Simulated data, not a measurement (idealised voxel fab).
This is a process module. Its name is voxel double patterning.
Square cell edge 5 nm, section width 170 nm, ID cut.
This document writes a cross-section as a grid whose cells are square, and gives it as bands, listed from the top down; one or more rows of cells form a band.
Top, bottom (nm), then materials left to right with widths (nm); lone material tagged "everywhere" fills the whole band edge to edge; "blank" = empty space.
Ref level 0: as-received wafer is one material below here. Bottom band extends down with no lower bound ("0 nm and below").
Width spec "30 to 40" -> top row of cells at first value, bottom row at second value, equal per-row change in between.
No cell of the cross-section changed in a step that is given as "everything unchanged".
Empty spaces without an open route to the top, at least 8 cells in extent, make up the entry "Enclosed void inventory"; each is given as width x height at distance, where the distance is measured from the left edge, and all are in nm.
Post-settings text on a step line: simulator's own remark regarding the step.
overlay nm: how far to the right of its planned place the mask lay on this masked step (negative: to the left).

**Planned process steps**
1,RECEIVE [material Si]
2,CONFORMAL_DEP [material SiN] [thk nm 10]
3,DIRECTIONAL_DEP [material SiO2] [thk nm 10]
4,DIRECTIONAL_DEP [material SiCN] [thk nm 5]
5,MASKED_ETCH [tone open] [mask id FIRST] [width nm 15] [pitch nm 50] [etch materials SiCN] [depth nm 5] [overlay nm 0]
6,PATTERN [tone open] [mask id SECOND] [material resist] [width nm 15] [thk nm 20] [overlay nm 0]
7,DIRECTIONAL_ETCH [etch materials SiCN] [depth nm 5]
8,STRIP [etch materials resist]
9,DIRECTIONAL_ETCH [etch materials SiO2] [depth nm 5]
10,STRIP [etch materials SiCN]
For this document, wafers share an identical start and vary in the step 9 depth nm; the plan quotes the first wafer's value.

**Received condition of the first of several wafers, sectioned: post-step 1**
	0 nm and below = Si everywhere
	Enclosed void inventory: none

**The cross-section of the first of several wafers is given below for the end of the module, after its final step, step 10**
	20 nm to 15 nm = SiO2 50 nm, then blank 15 nm, then SiO2 10 nm, then blank 15 nm, then SiO2 10 nm, then blank 15 nm, then SiO2 55 nm
	15 nm to 10 nm = SiO2 everywhere
	10 nm to 0 nm = SiN everywhere
	0 nm and below = Si everywhere
	Enclosed void inventory: none

**Wafer cross-section (last wafer, module end)**
	20 nm to 10 nm = SiO2 50 nm, then blank 15 nm, then SiO2 10 nm, then blank 15 nm, then SiO2 10 nm, then blank 15 nm, then SiO2 55 nm
	10 nm to 0 nm = SiN everywhere
	0 nm and below = Si everywhere
	Enclosed void inventory: none

**Below is a per-wafer table. In it, each row describes the wafer at the end of the module by giving, for each material, the number of cells gained (+) or lost (-) since the wafer was received, and after that the closed voids of the wafer**
depth nm 5; +68 SiN; +59 SiO2; Enclosed void inventory: none
depth nm 10; +68 SiN; +50 SiO2; Enclosed void inventory: none
depth nm 15; +68 SiN; +50 SiO2; Enclosed void inventory: none
depth nm 20; +68 SiN; +50 SiO2; Enclosed void inventory: none
depth nm 25; +68 SiN; +50 SiO2; Enclosed void inventory: none
